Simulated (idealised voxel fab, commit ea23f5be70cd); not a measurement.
process module | voxel self aligned vias
cross-section cut | 200 nm wide | cells 5 nm
A cross-section is a grid of square cells, given in bands from the top down. A band is one or more rows of cells.
Each band's line starts with the height of the band's top and of its bottom, in nm. Then come its materials from left to right, each with its width in nm. One material with "throughout" fills the band from edge to edge. "air" is empty space.
Height 0 is the level under which the wafer as received is all one material. The lowest band goes on downwards, as in "0 down".
A width such as "30 to 40" changes by the same amount from each row of cells to the next, from the band's top row to its bottom row.
"no change" after a step means that no cell of the cross-section changed.
closed voids: empty space of 8 cells or more with no open way to the top, each as width x height at its distance from the left edge, in nm
after a step's settings: what the simulator itself notes on the step
overlay nm, on a step with a mask: how far to the right of its planned place the mask lay; to the left if negative
plan
1 op RECEIVE | material Si
2 op CONFORMAL_DEP | material SiO2 | thk nm 15
3 op CONFORMAL_DEP | material SiCN | thk nm 5
4 op DIRECTIONAL_DEP | material SiO2 | thk nm 20
5 op DIRECTIONAL_DEP | material aC | thk nm 10
6 op PATTERN | tone open | mask id LINES | material resist | width nm 20 | pitch nm 65 | thk nm 25 | overlay nm 0
7 op DIRECTIONAL_ETCH | etch materials aC | depth nm 10
8 op STRIP | etch materials resist
9 op DIRECTIONAL_ETCH | etch materials SiO2 | depth nm 20
10 op STRIP | etch materials aC
11 op CONFORMAL_DEP | material TiN | thk nm 5
12 op FILL_DEP | material Ru | thk nm 5
13 op CMP | height nm 40
14 op SELECTIVE_ETCH | etch materials W Ru TiN | depth nm 10
15 op FILL_DEP | material SiN | thk nm 5
16 op CMP | height nm 30
17 op DIRECTIONAL_DEP | material SiO2 | thk nm 20
18 op PATTERN | tone open | mask id VIAS | material resist | width nm 40 | pitch nm 65 | thk nm 20 | overlay nm 0
19 op DIRECTIONAL_ETCH | etch materials SiO2 | depth nm 20
20 op DIRECTIONAL_ETCH | etch materials SiN | depth nm 10
21 op STRIP | etch materials resist
22 op CONFORMAL_DEP | material TiN | thk nm 5
23 op FILL_DEP | material W | thk nm 10
24 op CMP | height nm 60
25 op CONFORMAL_DEP | material SiN | thk nm 5
varied across the wafers: height nm of step 16. The plan shows the first wafer's value. All wafers start alike
first wafer as received, after step 1
  0 down: Si throughout
  closed voids: none
each wafer at the end: cells of each material gained (+) or lost (-) since it was received, then its closed voids
height nm 30 | +4 Ru | +40 SiCN | +40 SiN | +280 SiO2 | +68 TiN | +88 W | closed voids: none
height nm 35 | +4 Ru | +40 SiCN | +40 SiN | +312 SiO2 | +72 TiN | +52 W | closed voids: none
height nm 40 | +4 Ru | +40 SiCN | +40 SiN | +344 SiO2 | +48 TiN | +44 W | closed voids: none
height nm 45 | +4 Ru | +40 SiCN | +72 SiN | +320 SiO2 | +44 TiN | +40 W | closed voids: none
